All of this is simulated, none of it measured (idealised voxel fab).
Module name: voxel self aligned contacts (process module)
We display cut, a cross-section 150 nm in width whose square cells are each 5 nm.
This document writes a cross-section as a grid whose cells are square, and gives it as bands, listed from the top down; one or more rows of cells form a band.
Band: top height; bottom height; in nm. Then, left to right: material with width in nm, for each material. "edge to edge": a single material spanning edge to edge. "blank": empty space.
The level at which height equals 0 is the one under which the wafer, as it arrives, is entirely one material. No lower edge exists for the bottom band, which continues downward and is notated as in "0..down".
Per-row width for "30->40": begins at first number (top row of band), ends at second number (bottom row), increment between rows held constant.
Given "nothing was modified" for a step, no cell of the cross-section differs between before and after that step.
Closed-off voids of 8+ cells (no open route to the top) go in "Closed void list", written width x height at distance from the left edge, in nm.
What comes after the settings on a step's line is commentary from the simulator itself on that step.
overlay nm: for a step with a mask, the amount by which the mask lay right of where it was planned; a negative amount means left of it.
[Planned step list for the process]
1. RECEIVE,material Si
2. OXIDIZE,depth nm 5
3. DIRECTIONAL_DEP,material polySi,thk nm 20
4. DIRECTIONAL_DEP,material SiN,thk nm 20
5. MASKED_ETCH,tone cover,mask id GATE,width nm 35,pitch nm 65,etch materials SiN,depth nm 20,overlay nm 0
6. MASKED_ETCH,tone cover,mask id GATE,width nm 35,pitch nm 65,etch materials polySi,depth nm 20,overlay nm 0
7. CONFORMAL_DEP,material SiN,thk nm 5
8. DIRECTIONAL_ETCH,etch materials SiN,depth nm 5
9. FILL_DEP,material SiO2,thk nm 20
10. CMP,height nm 50
11. MASKED_ETCH,tone open,mask id CONTACT,width nm 40,etch materials SiO2,depth nm 55,overlay nm 0
12. CONFORMAL_DEP,material TiN,thk nm 5
13. FILL_DEP,material Ru,thk nm 5
14. CMP,height nm 50
15. CONFORMAL_DEP,material SiN,thk nm 5
[The cross-section here shows the wafer as received, i.e. in its state after step 1]
0..down: Si edge to edge
Closed void list: none
[Cross-sectional image of the first of two wafers at the end of the module, the run having proceeded as planned]
55..50: SiN edge to edge
50..40: SiO2=55 | TiN=5->15 | Ru=30->10 | TiN=5->15 | SiO2=55
40..20: SiO2=20 | SiN=45 | TiN=5 | Ru=10 | TiN=5 | SiN=45 | SiO2=20
20..0: SiO2=20 | SiN=5 | polySi=35 | SiN=5 | TiN=5 | Ru=10 | TiN=5 | SiN=5 | polySi=35 | SiN=5 | SiO2=20
0..-5: SiO2=65 | TiN=20 | SiO2=65
-5..down: Si edge to edge
Closed void list: none
[Cross-sectional view: second of two wafers, end of module; start and plan identical to the first, one mistake in running]
55..50: SiN edge to edge
50..40: SiO2=50 | TiN=5->20 | Ru=40->10 | TiN=5->20 | SiO2=50
40..20: SiO2=20 | SiN=45 | TiN=5 | Ru=10 | TiN=5 | SiN=45 | SiO2=20
20..0: SiO2=20 | SiN=5 | polySi=35 | SiN=5 | TiN=5 | Ru=10 | TiN=5 | SiN=5 | polySi=35 | SiN=5 | SiO2=20
0..-5: SiO2=65 | TiN=20 | SiO2=65
-5..down: Si edge to edge
Closed void list: none
Which mistake was made when the wafer was run? rather than as planned, step 11 actually ran as MASKED_ETCH,tone open,mask id CONTACT,width nm 50,etch materials SiO2,depth nm 55,overlay nm 0
End check, counted in cells, second wafer has more or fewer of these materials than the first: 2 more of Ru | 4 fewer of SiO2 | 2 more of TiN
